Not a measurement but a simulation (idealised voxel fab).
Documented hereafter: the process module known as voxel ribs on slabs.
This is section cut - it's 300 nm across, gridded in 5 nm square cells.
We lay out every cross-section as a grid of square cells and spell it out in bands from the top down, where one band means one or more rows of cells.
First you get the band's top height and its bottom height, in nm, and then the materials it's made of, left to right, with each width in nm. If you see a single material with "full width", that one covers the band edge to edge. "blank" is empty space.
Counting heights begins at 0, where everything beneath is, in the wafer as received, one material. The lowest band has no bottom; it goes on downwards, as "0 and below" shows.
Per-row width for "30..40": begins at first number (top row of band), ends at second number (bottom row), increment between rows held constant.
"nothing different" after a step means that no cell of the cross-section changed.
The entry titled "Voids, enclosed" provides the empty spaces that have no open way to the top, restricted to those of 8 cells or more. Each is presented as width x height at distance, the distance being measured from the left edge, with all three in nm.
On a step's line, text after the settings is the simulator commenting on that step.
The line of a step may include "overlay nm". On a step with a mask, this value is how far to the right of its planned place the mask lay. A negative value means the mask lay to the left.
# Below is the list of planned process steps
1,RECEIVE: material Si
2,DIRECTIONAL_DEP: material SiO2, thk nm 20
3,DIRECTIONAL_DEP: material SiN, thk nm 25
4,DIRECTIONAL_DEP: material aC, thk nm 15
5,PATTERN: tone cover, mask id RIB, material resist, width nm 15, thk nm 30, overlay nm 0
6,DIRECTIONAL_ETCH: etch materials aC, depth nm 15
7,STRIP: etch materials resist
8,DIRECTIONAL_ETCH: etch materials SiN, depth nm 10
9,STRIP: etch materials aC
10,DIRECTIONAL_DEP: material aC, thk nm 10
11,PATTERN: tone cover, mask id SLAB, material resist, width nm 55, thk nm 30, overlay nm 0
12,DIRECTIONAL_ETCH: etch materials aC, depth nm 10
13,STRIP: etch materials resist
14,DIRECTIONAL_ETCH: etch materials SiN, depth nm 15
15,STRIP: etch materials aC
16,FILL_DEP: material SiO2, thk nm 20
17,CMP: height nm 55
18,DIRECTIONAL_DEP: material W, thk nm 5
19,DIRECTIONAL_DEP: material aC, thk nm 10
20,PATTERN: tone cover, mask id HEATER, material resist, width nm 25, thk nm 30, overlay nm 0
21,DIRECTIONAL_ETCH: etch materials aC, depth nm 10
22,STRIP: etch materials resist
23,DIRECTIONAL_ETCH: etch materials W, depth nm 5
24,STRIP: etch materials aC
25,CONFORMAL_DEP: material SiO2, thk nm 10
# As received (post step 1): cross-section
0 and below  Si full width
Voids, enclosed: none
# End state of the module in cross-section, given the above starting point and plan and one mistake in execution
70 down to 65  blank 125; SiO2 45; blank 130
65 down to 60  SiO2 full width
60 down to 55  SiO2 135; W 25; SiO2 140
55 down to 35  SiO2 full width
35 down to 30  SiN 120; SiO2 55; SiN 125
30 down to 20  SiN 120; SiO2 20; SiN 15; SiO2 20; SiN 125
20 down to 0  SiO2 full width
0 and below  Si full width
Voids, enclosed: none
What was the processing mistake? step 11 did not happen as planned, as run it was PATTERN: tone open, mask id SLAB, material resist, width nm 55, thk nm 30, overlay nm 0
